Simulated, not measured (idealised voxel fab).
This section sets out a process module, namely voxel ribs on slabs.
This is section cut - it's 150 nm across, gridded in 5 nm square cells.
A cross-section is written here as square cells arranged in a grid, and it is given in bands from the top down, each band taking up one or more rows of cells.
Basically the band line says how high the top is and how high the bottom is, in nm, and then what's in it from left to right, every material with its width in nm. Empty space shows up as "air", and if a single material carries "edge to edge" it runs the full band edge to edge.
Ref level 0: as-received wafer is one material below here. Bottom band extends down with no lower bound ("0 nm and below").
So if you see something like "30 to 40" for the width, read it as the top row of the band sitting at the first number and the bottom row at the second, with every row in between moving by the same amount as the last.
"everything unchanged", as given for a step, is the statement that not any cell of the cross-section underwent a change during that step.
Any empty space of 8 cells or more lacking an open way to the top shows up in "Closed empty spaces" as width x height at distance, distance from the left edge, in nm.
Whatever follows a step's settings on its line is a remark the simulator itself makes about that step.
Regarding "overlay nm": on a step with a mask, it is the distance the mask lay to the right of its planned place; a negative value places it to the left.

PLANNED STEP LIST FOR THE PROCESS
1. RECEIVE, material Si
2. DIRECTIONAL_DEP, material SiO2, thk nm 25
3. DIRECTIONAL_DEP, material polySi, thk nm 15
4. DIRECTIONAL_DEP, material aC, thk nm 15
5. PATTERN, tone cover, mask id RIB, material resist, width nm 20, thk nm 30, overlay nm 0
6. DIRECTIONAL_ETCH, etch materials aC, depth nm 15
7. STRIP, etch materials resist
8. DIRECTIONAL_ETCH, etch materials polySi, depth nm 5
9. STRIP, etch materials aC
10. MASKED_ETCH, tone cover, mask id SLAB, width nm 70, etch materials polySi, depth nm 10, overlay nm 0
11. FILL_DEP, material SiO2, thk nm 30
12. CMP, height nm 60
13. DIRECTIONAL_DEP, material TiN, thk nm 10
14. PATTERN, tone cover, mask id HEATER, material resist, width nm 30, thk nm 15, overlay nm 0
15. DIRECTIONAL_ETCH, etch materials TiN, depth nm 10
16. STRIP, etch materials resist
17. CONFORMAL_DEP, material SiO2, thk nm 10

INCOMING WAFER, CROSS-SECTIONAL VIEW, POST STEP 1
    0 nm and below = Si edge to edge
    Closed empty spaces: none

FIRST OF TWO WAFERS, END-OF-MODULE SECTION, RUN FOLLOWED PLAN
    80 nm to 70 nm = 50 nm air, 50 nm SiO2, 50 nm air
    70 nm to 60 nm = 60 nm SiO2, 30 nm TiN, 60 nm SiO2
    60 nm to 40 nm = SiO2 edge to edge
    40 nm to 35 nm = 65 nm SiO2, 20 nm polySi, 65 nm SiO2
    35 nm to 25 nm = 40 nm SiO2, 70 nm polySi, 40 nm SiO2
    25 nm to 0 nm = SiO2 edge to edge
    0 nm and below = Si edge to edge
    Closed empty spaces: none

PRESENTED HERE IS A CROSS-SECTION OF THE SECOND OF THE TWO WAFERS AS IT STOOD AT THE END OF THE MODULE. IT WAS STARTED IN THE SAME MANNER AND ASSIGNED THE SAME PLAN AS THE FIRST WAFER; HOWEVER, ONE MISTAKE WAS MADE IN ITS EXECUTION
    70 nm to 60 nm = 60 nm air, 30 nm TiN, 60 nm air
    60 nm to 40 nm = SiO2 edge to edge
    40 nm to 35 nm = 65 nm SiO2, 20 nm polySi, 65 nm SiO2
    35 nm to 25 nm = 40 nm SiO2, 70 nm polySi, 40 nm SiO2
    25 nm to 0 nm = SiO2 edge to edge
    0 nm and below = Si edge to edge
    Closed empty spaces: none
what went wrong: skipped: plan step 17 (never run)
At the finish, the second wafer shows more or fewer cells for some materials than the first does: SiO2: 68 fewer
